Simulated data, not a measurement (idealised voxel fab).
A process module follows: voxel transistor to metal.
cross-section cut | 215 nm wide | cells 5 nm
Cross-section layout: square cells on a grid; listed as bands, top to bottom; a band spans one or more cell rows.
The band entry comprises the height of the band's top followed by the height of its bottom, expressed in nm, and subsequently the band's materials from left to right, each stated together with its width in nm. Where a single material is marked with the word "all across", that material fills the band from edge to edge. The word "empty" represents empty space.
The level at which height equals 0 is the one under which the wafer, as it arrives, is entirely one material. No lower edge exists for the bottom band, which continues downward and is notated as in "z 0 and below".
When a width is written as two numbers, as in "30 to 40", the first number is the width in the top row of cells of the band and the second is the width in its bottom row, and the width changes by the same amount from each row to the next.
Step marked "nothing got changed"? Then no cell in the cross-section changed in it.
Entry "Closed void listing" = empty spaces >= 8 cells with no open way to the top; each as width x height at distance, distance from left edge, all nm.
What comes after the settings on a step's line is commentary from the simulator itself on that step.
A step line may carry the setting "overlay nm", which, for steps involving a mask, states the distance by which the mask lay to the right of its intended position; negative values denote displacement to the left.

## Process steps - plan
1: RECEIVE [material Si]
2: OXIDIZE [depth nm 5]
3: CONFORMAL_DEP [material SiN] [thk nm 10]
4: MASKED_ETCH [tone cover] [mask id ACTIVE] [width nm 125] [etch materials SiN] [depth nm 10] [overlay nm 0]
5: MASKED_ETCH [tone cover] [mask id ACTIVE] [width nm 125] [etch materials SiO2] [depth nm 5] [overlay nm 0]
6: MASKED_ETCH [tone cover] [mask id ACTIVE] [width nm 125] [etch materials Si] [depth nm 20] [overlay nm 0]
7: FILL_DEP [material SiO2] [thk nm 5]
8: CMP [height nm 10]
9: SELECTIVE_ETCH [etch materials SiO2] [depth nm 10]
10: STRIP [etch materials SiN]
11: SELECTIVE_ETCH [etch materials SiO2] [depth nm 5]
12: OXIDIZE [depth nm 5]
13: DIRECTIONAL_DEP [material polySi] [thk nm 20]
14: DIRECTIONAL_DEP [material SiCN] [thk nm 15]
15: DIRECTIONAL_DEP [material aC] [thk nm 15]
16: PATTERN [tone cover] [mask id GATE] [material resist] [width nm 35] [thk nm 35] [overlay nm 0]
17: DIRECTIONAL_ETCH [etch materials aC] [depth nm 15]
18: STRIP [etch materials resist]
19: DIRECTIONAL_ETCH [etch materials SiCN] [depth nm 25]
20: DIRECTIONAL_ETCH [etch materials polySi] [depth nm 30]
21: STRIP [etch materials aC]
22: CONFORMAL_DEP [material SiO2] [thk nm 5]
23: DIRECTIONAL_ETCH [etch materials SiO2] [depth nm 5]
24: CONFORMAL_DEP [material SiN] [thk nm 10]
25: DIRECTIONAL_ETCH [etch materials SiN] [depth nm 10]
26: DIRECTIONAL_ETCH [etch materials SiO2] [depth nm 5]
27: DIRECTIONAL_ETCH [etch materials Si] [depth nm 5]
28: EPI [material pSi] [thk nm 5]
29: FILL_DEP [material SiO2] [thk nm 10]
30: CMP [height nm 15]
31: STRIP [etch materials polySi]
32: SELECTIVE_ETCH [etch materials SiO2] [depth nm 5]
33: CONFORMAL_DEP [material HfO2] [thk nm 5]
34: CONFORMAL_DEP [material TiN] [thk nm 5]
35: FILL_DEP [material W] [thk nm 10]
36: CMP [height nm 10]
37: DIRECTIONAL_DEP [material SiO2] [thk nm 10]
38: PATTERN [tone open] [mask id CONTACT] [material resist] [width nm 20] [pitch nm 85] [thk nm 15] [overlay nm 0]
39: DIRECTIONAL_ETCH [etch materials SiO2] [depth nm 30]
40: STRIP [etch materials resist]
41: CONFORMAL_DEP [material TiN] [thk nm 5]
42: FILL_DEP [material Ru] [thk nm 5]
43: CMP [height nm 20]
44: DIRECTIONAL_DEP [material TiN] [thk nm 5]
45: DIRECTIONAL_DEP [material W] [thk nm 15]
46: DIRECTIONAL_DEP [material aC] [thk nm 15]
47: PATTERN [tone cover] [mask id METAL_1] [material resist] [width nm 20] [pitch nm 85] [thk nm 35] [overlay nm 0]
48: DIRECTIONAL_ETCH [etch materials aC] [depth nm 15]
49: STRIP [etch materials resist]
50: DIRECTIONAL_ETCH [etch materials W] [depth nm 15]
51: DIRECTIONAL_ETCH [etch materials TiN] [depth nm 5]
52: STRIP [etch materials aC]
53: FILL_DEP [material lowk] [thk nm 10]
54: CMP [height nm 40]
55: CONFORMAL_DEP [material SiCN] [thk nm 5]

## Run as planned: first of two wafers

## Step 1 complete: cross-section of the wafer as received
z 0 and below = Si all across
Closed void listing: none

## after step 2
z 0 to -5 = SiO2 all across
Note: structure below -5 unchanged.

## after step 3
z 10 to 0 = SiN all across
Note: structure below 0 unchanged.

## after step 4
z 10 to 0 = 45 empty  125 SiN  45 empty
Note: structure below 0 unchanged.

## after step 5
z 10 to 0 = 45 empty  125 SiN  45 empty
z 0 to -5 = 45 empty  125 SiO2  45 empty
Note: structure below -5 unchanged.

## after step 6
z 10 to 0 = 45 empty  125 SiN  45 empty
z 0 to -5 = 45 empty  125 SiO2  45 empty
z -5 to -25 = 45 empty  125 Si  45 empty
Note: structure below -25 unchanged.

## after step 7
z 15 to 10 = SiO2 all across
z 10 to 0 = 45 SiO2  125 SiN  45 SiO2
z 0 to -5 = SiO2 all across
z -5 to -25 = 45 SiO2  125 Si  45 SiO2
Note: structure below -25 unchanged.

## after step 8
z 10 to 0 = 45 SiO2  125 SiN  45 SiO2
Note: structure below 0 unchanged.

## after step 9
z 10 to 0 = 45 empty  125 SiN  45 empty
Note: structure below 0 unchanged.

## after step 10
z 0 to -5 = SiO2 all across
Note: structure below -5 unchanged.

## after step 11
z -5 to -25 = 45 SiO2  125 Si  45 SiO2
Note: structure below -25 unchanged.

## after step 12
z -5 to -10 = SiO2 all across
Note: structure below -10 unchanged.

## after step 13
z 15 to -5 = polySi all across
Note: structure below -5 unchanged.

## after step 14
z 30 to 15 = SiCN all across
Note: structure below 15 unchanged.

## after step 15
z 45 to 30 = aC all across
Note: structure below 30 unchanged.

## after step 16
z 80 to 45 = 90 empty  35 resist  90 empty
Note: structure below 45 unchanged.

## after step 17
z 65 to 45 = 90 empty  35 resist  90 empty
z 45 to 30 = 90 empty  35 aC  90 empty
Note: structure below 30 unchanged.

## after step 18
z 45 to 30 = 90 empty  35 aC  90 empty
Note: structure below 30 unchanged.

## after step 19
z 45 to 30 = 90 empty  35 aC  90 empty
z 30 to 15 = 90 empty  35 SiCN  90 empty
Note: structure below 15 unchanged.

## after step 20
z 45 to 30 = 90 empty  35 aC  90 empty
z 30 to 15 = 90 empty  35 SiCN  90 empty
z 15 to -5 = 90 empty  35 polySi  90 empty
Note: structure below -5 unchanged.

## after step 21
z 30 to 15 = 90 empty  35 SiCN  90 empty
Note: structure below 15 unchanged.

## after step 22
z 35 to 30 = 85 empty  45 SiO2  85 empty
z 30 to 15 = 85 empty  5 SiO2  35 SiCN  5 SiO2  85 empty
z 15 to 0 = 85 empty  5 SiO2  35 polySi  5 SiO2  85 empty
z 0 to -5 = 90 SiO2  35 polySi  90 SiO2
Note: structure below -5 unchanged.

## after step 23
z 30 to 15 = 85 empty  5 SiO2  35 SiCN  5 SiO2  85 empty
z 15 to -5 = 85 empty  5 SiO2  35 polySi  5 SiO2  85 empty
Note: structure below -5 unchanged.

## after step 24
z 40 to 30 = 75 empty  65 SiN  75 empty
z 30 to 15 = 75 empty  10 SiN  5 SiO2  35 SiCN  5 SiO2  10 SiN  75 empty
z 15 to 5 = 75 empty  10 SiN  5 SiO2  35 polySi  5 SiO2  10 SiN  75 empty
z 5 to -5 = 85 SiN  5 SiO2  35 polySi  5 SiO2  85 SiN
Note: structure below -5 unchanged.

## after step 25
z 30 to 15 = 75 empty  10 SiN  5 SiO2  35 SiCN  5 SiO2  10 SiN  75 empty
z 15 to -5 = 75 empty  10 SiN  5 SiO2  35 polySi  5 SiO2  10 SiN  75 empty
Note: structure below -5 unchanged.

## after step 26
z 30 to 25 = 75 empty  10 SiN  5 empty  35 SiCN  5 empty  10 SiN  75 empty
z 25 to 15 = 75 empty  10 SiN  5 SiO2  35 SiCN  5 SiO2  10 SiN  75 empty
z 15 to -5 = 75 empty  10 SiN  5 SiO2  35 polySi  5 SiO2  10 SiN  75 empty
z -5 to -10 = 75 empty  65 SiO2  75 empty
Note: structure below -10 unchanged.

## after step 27
z 30 to 25 = 75 empty  10 SiN  5 empty  35 SiCN  5 empty  10 SiN  75 empty
z 25 to 15 = 75 empty  10 SiN  5 SiO2  35 SiCN  5 SiO2  10 SiN  75 empty
z 15 to -5 = 75 empty  10 SiN  5 SiO2  35 polySi  5 SiO2  10 SiN  75 empty
z -5 to -10 = 75 empty  65 SiO2  75 empty
z -10 to -15 = 45 SiO2  30 empty  65 Si  30 empty  45 SiO2
Note: structure below -15 unchanged.

## after step 28
z 30 to 25 = 75 empty  10 SiN  5 empty  35 SiCN  5 empty  10 SiN  75 empty
z 25 to 15 = 75 empty  10 SiN  5 SiO2  35 SiCN  5 SiO2  10 SiN  75 empty
z 15 to -5 = 75 empty  10 SiN  5 SiO2  35 polySi  5 SiO2  10 SiN  75 empty
z -5 to -10 = 70 empty  5 pSi  65 SiO2  5 pSi  70 empty
z -10 to -15 = 45 SiO2  30 pSi  65 Si  30 pSi  45 SiO2
Note: structure below -15 unchanged.

## after step 29
z 40 to 30 = SiO2 all across
z 30 to 15 = 75 SiO2  10 SiN  5 SiO2  35 SiCN  5 SiO2  10 SiN  75 SiO2
z 15 to -5 = 75 SiO2  10 SiN  5 SiO2  35 polySi  5 SiO2  10 SiN  75 SiO2
z -5 to -10 = 70 SiO2  5 pSi  65 SiO2  5 pSi  70 SiO2
Note: structure below -10 unchanged.

## after step 30
z 15 to -5 = 75 SiO2  10 SiN  5 SiO2  35 polySi  5 SiO2  10 SiN  75 SiO2
Note: structure below -5 unchanged.

## after step 31
z 15 to -5 = 75 SiO2  10 SiN  5 SiO2  35 empty  5 SiO2  10 SiN  75 SiO2
Note: structure below -5 unchanged.

## after step 32
z 15 to 10 = 75 empty  10 SiN  45 empty  10 SiN  75 empty
z 10 to -5 = 75 SiO2  10 SiN  45 empty  10 SiN  75 SiO2
z -5 to -10 = 70 SiO2  5 pSi  10 SiO2  45 empty  10 SiO2  5 pSi  70 SiO2
Note: structure below -10 unchanged.

## after step 33
z 20 to 15 = 70 empty  20 HfO2  35 empty  20 HfO2  70 empty
z 15 to 10 = 75 HfO2  10 SiN  5 HfO2  35 empty  5 HfO2  10 SiN  75 HfO2
z 10 to -5 = 75 SiO2  10 SiN  5 HfO2  35 empty  5 HfO2  10 SiN  75 SiO2
z -5 to -10 = 70 SiO2  5 pSi  10 SiO2  45 HfO2  10 SiO2  5 pSi  70 SiO2
Note: structure below -10 unchanged.

## after step 34
z 25 to 20 = 65 empty  30 TiN  25 empty  30 TiN  65 empty
z 20 to 15 = 70 TiN  20 HfO2  5 TiN  25 empty  5 TiN  20 HfO2  70 TiN
z 15 to 10 = 75 HfO2  10 SiN  5 HfO2  5 TiN  25 empty  5 TiN  5 HfO2  10 SiN  75 HfO2
z 10 to 0 = 75 SiO2  10 SiN  5 HfO2  5 TiN  25 empty  5 TiN  5 HfO2  10 SiN  75 SiO2
z 0 to -5 = 75 SiO2  10 SiN  5 HfO2  35 TiN  5 HfO2  10 SiN  75 SiO2
Note: structure below -5 unchanged.

## after step 35
z 35 to 25 = W all across
z 25 to 20 = 65 W  30 TiN  25 W  30 TiN  65 W
z 20 to 15 = 70 TiN  20 HfO2  5 TiN  25 W  5 TiN  20 HfO2  70 TiN
z 15 to 10 = 75 HfO2  10 SiN  5 HfO2  5 TiN  25 W  5 TiN  5 HfO2  10 SiN  75 HfO2
z 10 to 0 = 75 SiO2  10 SiN  5 HfO2  5 TiN  25 W  5 TiN  5 HfO2  10 SiN  75 SiO2
Note: structure below 0 unchanged.

## after step 36
z 10 to 0 = 75 SiO2  10 SiN  5 HfO2  5 TiN  25 W  5 TiN  5 HfO2  10 SiN  75 SiO2
Note: structure below 0 unchanged.

## after step 37
z 20 to 10 = SiO2 all across
Note: structure below 10 unchanged.

## after step 38
z 35 to 20 = 55 resist  20 empty  65 resist  20 empty  55 resist
Note: structure below 20 unchanged.

## after step 39
z 35 to 20 = 55 resist  20 empty  65 resist  20 empty  55 resist
z 20 to 10 = 55 SiO2  20 empty  65 SiO2  20 empty  55 SiO2
z 10 to 0 = 55 SiO2  20 empty  10 SiN  5 HfO2  5 TiN  25 W  5 TiN  5 HfO2  10 SiN  20 empty  55 SiO2
z 0 to -5 = 55 SiO2  20 empty  10 SiN  5 HfO2  35 TiN  5 HfO2  10 SiN  20 empty  55 SiO2
z -5 to -10 = 55 SiO2  15 empty  5 pSi  10 SiO2  45 HfO2  10 SiO2  5 pSi  15 empty  55 SiO2
Note: structure below -10 unchanged.

## after step 40
z 20 to 10 = 55 SiO2  20 empty  65 SiO2  20 empty  55 SiO2
Note: structure below 10 unchanged.

## after step 41
z 25 to 20 = 60 TiN  10 empty  75 TiN  10 empty  60 TiN
z 20 to 10 = 55 SiO2  5 TiN  10 empty  5 TiN  65 SiO2  5 TiN  10 empty  5 TiN  55 SiO2
z 10 to 0 = 55 SiO2  5 TiN  10 empty  5 TiN  10 SiN  5 HfO2  5 TiN  25 W  5 TiN  5 HfO2  10 SiN  5 TiN  10 empty  5 TiN  55 SiO2
z 0 to -5 = 55 SiO2  5 TiN  5 empty  10 TiN  10 SiN  5 HfO2  35 TiN  5 HfO2  10 SiN  10 TiN  5 empty  5 TiN  55 SiO2
z -5 to -10 = 55 SiO2  15 TiN  5 pSi  10 SiO2  45 HfO2  10 SiO2  5 pSi  15 TiN  55 SiO2
Note: structure below -10 unchanged.

## after step 42
z 30 to 25 = Ru all across
z 25 to 20 = 60 TiN  10 Ru  75 TiN  10 Ru  60 TiN
z 20 to 10 = 55 SiO2  5 TiN  10 Ru  5 TiN  65 SiO2  5 TiN  10 Ru  5 TiN  55 SiO2
z 10 to 0 = 55 SiO2  5 TiN  10 Ru  5 TiN  10 SiN  5 HfO2  5 TiN  25 W  5 TiN  5 HfO2  10 SiN  5 TiN  10 Ru  5 TiN  55 SiO2
z 0 to -5 = 55 SiO2  5 TiN  5 Ru  10 TiN  10 SiN  5 HfO2  35 TiN  5 HfO2  10 SiN  10 TiN  5 Ru  5 TiN  55 SiO2
Note: structure below -5 unchanged.

## after step 43
z 20 to 10 = 55 SiO2  5 TiN  10 Ru  5 TiN  65 SiO2  5 TiN  10 Ru  5 TiN  55 SiO2
Note: structure below 10 unchanged.

## after step 44
z 25 to 20 = TiN all across
Note: structure below 20 unchanged.

## after step 45
z 40 to 25 = W all across
Note: structure below 25 unchanged.

## after step 46
z 55 to 40 = aC all across
Note: structure below 40 unchanged.

## after step 47
z 90 to 55 = 55 empty  20 resist  65 empty  20 resist  55 empty
Note: structure below 55 unchanged.

## after step 48
z 75 to 55 = 55 empty  20 resist  65 empty  20 resist  55 empty
z 55 to 40 = 55 empty  20 aC  65 empty  20 aC  55 empty
Note: structure below 40 unchanged.

## after step 49
z 55 to 40 = 55 empty  20 aC  65 empty  20 aC  55 empty
Note: structure below 40 unchanged.

## after step 50
z 55 to 40 = 55 empty  20 aC  65 empty  20 aC  55 empty
z 40 to 25 = 55 empty  20 W  65 empty  20 W  55 empty
Note: structure below 25 unchanged.

## after step 51
z 55 to 40 = 55 empty  20 aC  65 empty  20 aC  55 empty
z 40 to 25 = 55 empty  20 W  65 empty  20 W  55 empty
z 25 to 20 = 55 empty  20 TiN  65 empty  20 TiN  55 empty
Note: structure below 20 unchanged.

## after step 52
z 40 to 25 = 55 empty  20 W  65 empty  20 W  55 empty
Note: structure below 25 unchanged.

## after step 53
z 50 to 40 = lowk all across
z 40 to 25 = 55 lowk  20 W  65 lowk  20 W  55 lowk
z 25 to 20 = 55 lowk  20 TiN  65 lowk  20 TiN  55 lowk
Note: structure below 20 unchanged.

## after step 54
z 40 to 25 = 55 lowk  20 W  65 lowk  20 W  55 lowk
Note: structure below 25 unchanged.

## after step 55
z 45 to 40 = SiCN all across
Note: structure below 40 unchanged.

## Companion wafer, the second of two: same beginning, same intended sequence, one mistake in carrying it out; through step 37 inclusive it tracks the first exactly

## Second wafer: cross-section at the scheduled end of step 38
z 35 to 20 = 60 resist  15 empty  70 resist  15 empty  55 resist
Note: structure below 20 unchanged.

## Second wafer: cross-section at the scheduled end of step 39
z 35 to 20 = 60 resist  15 empty  70 resist  15 empty  55 resist
z 20 to 10 = 60 SiO2  15 empty  70 SiO2  15 empty  55 SiO2
z 10 to 0 = 60 SiO2  15 empty  10 SiN  5 HfO2  5 TiN  25 W  5 TiN  5 HfO2  10 SiN  5 SiO2  15 empty  55 SiO2
z 0 to -5 = 60 SiO2  15 empty  10 SiN  5 HfO2  35 TiN  5 HfO2  10 SiN  5 SiO2  15 empty  55 SiO2
z -5 to -10 = 60 SiO2  10 empty  5 pSi  10 SiO2  45 HfO2  10 SiO2  5 pSi  15 empty  55 SiO2
Note: structure below -10 unchanged.

## Second wafer: cross-section at the scheduled end of step 40
z 20 to 10 = 60 SiO2  15 empty  70 SiO2  15 empty  55 SiO2
Note: structure below 10 unchanged.

## Second wafer: cross-section at the scheduled end of step 41
z 25 to 20 = 65 TiN  5 empty  80 TiN  5 empty  60 TiN
z 20 to 10 = 60 SiO2  5 TiN  5 empty  5 TiN  70 SiO2  5 TiN  5 empty  5 TiN  55 SiO2
z 10 to 0 = 60 SiO2  5 TiN  5 empty  5 TiN  10 SiN  5 HfO2  5 TiN  25 W  5 TiN  5 HfO2  10 SiN  5 SiO2  5 TiN  5 empty  5 TiN  55 SiO2
z 0 to -5 = 60 SiO2  15 TiN  10 SiN  5 HfO2  35 TiN  5 HfO2  10 SiN  5 SiO2  5 TiN  5 empty  5 TiN  55 SiO2
z -5 to -10 = 60 SiO2  10 TiN  5 pSi  10 SiO2  45 HfO2  10 SiO2  5 pSi  15 TiN  55 SiO2
Note: structure below -10 unchanged.

## Second wafer: cross-section at the scheduled end of step 42
z 30 to 25 = Ru all across
z 25 to 20 = 65 TiN  5 Ru  80 TiN  5 Ru  60 TiN
z 20 to 10 = 60 SiO2  5 TiN  5 Ru  5 TiN  70 SiO2  5 TiN  5 Ru  5 TiN  55 SiO2
z 10 to 0 = 60 SiO2  5 TiN  5 Ru  5 TiN  10 SiN  5 HfO2  5 TiN  25 W  5 TiN  5 HfO2  10 SiN  5 SiO2  5 TiN  5 Ru  5 TiN  55 SiO2
z 0 to -5 = 60 SiO2  15 TiN  10 SiN  5 HfO2  35 TiN  5 HfO2  10 SiN  5 SiO2  5 TiN  5 Ru  5 TiN  55 SiO2
Note: structure below -5 unchanged.

## Second wafer: cross-section at the scheduled end of step 43
z 20 to 10 = 60 SiO2  5 TiN  5 Ru  5 TiN  70 SiO2  5 TiN  5 Ru  5 TiN  55 SiO2
Note: structure below 10 unchanged.

## Second wafer: cross-section at the scheduled end of step 44
z 25 to 20 = TiN all across
Note: structure below 20 unchanged.

## Second wafer: cross-section at the scheduled end of step 45
z 40 to 25 = W all across
Note: structure below 25 unchanged.

## Second wafer: cross-section at the scheduled end of step 46
z 55 to 40 = aC all across
Note: structure below 40 unchanged.

## Second wafer: cross-section at the scheduled end of step 47
z 90 to 55 = 55 empty  20 resist  65 empty  20 resist  55 empty
Note: structure below 55 unchanged.

## Second wafer: cross-section at the scheduled end of step 48
z 75 to 55 = 55 empty  20 resist  65 empty  20 resist  55 empty
z 55 to 40 = 55 empty  20 aC  65 empty  20 aC  55 empty
Note: structure below 40 unchanged.

## Second wafer: cross-section at the scheduled end of step 49
z 55 to 40 = 55 empty  20 aC  65 empty  20 aC  55 empty
Note: structure below 40 unchanged.

## Second wafer: cross-section at the scheduled end of step 50
z 55 to 40 = 55 empty  20 aC  65 empty  20 aC  55 empty
z 40 to 25 = 55 empty  20 W  65 empty  20 W  55 empty
Note: structure below 25 unchanged.

## Second wafer: cross-section at the scheduled end of step 51
z 55 to 40 = 55 empty  20 aC  65 empty  20 aC  55 empty
z 40 to 25 = 55 empty  20 W  65 empty  20 W  55 empty
z 25 to 20 = 55 empty  20 TiN  65 empty  20 TiN  55 empty
Note: structure below 20 unchanged.

## Second wafer: cross-section at the scheduled end of step 52
z 40 to 25 = 55 empty  20 W  65 empty  20 W  55 empty
Note: structure below 25 unchanged.

## Second wafer: cross-section at the scheduled end of step 53
z 50 to 40 = lowk all across
z 40 to 25 = 55 lowk  20 W  65 lowk  20 W  55 lowk
z 25 to 20 = 55 lowk  20 TiN  65 lowk  20 TiN  55 lowk
Note: structure below 20 unchanged.

## Second wafer: cross-section at the scheduled end of step 54
z 40 to 25 = 55 lowk  20 W  65 lowk  20 W  55 lowk
Note: structure below 25 unchanged.

## Second wafer: cross-section at the scheduled end of step 55
z 45 to 40 = SiCN all across
Note: structure below 40 unchanged.
what went wrong: for step 38, the planned setting was not used; the step was instead run as PATTERN [tone open] [mask id CONTACT] [material resist] [width nm 15] [pitch nm 85] [thk nm 15] [overlay nm 0]
Final tally in cells, some materials are higher or lower on the second wafer than on the first: Ru: 9 fewer; SiO2: 11 more; TiN: 2 fewer
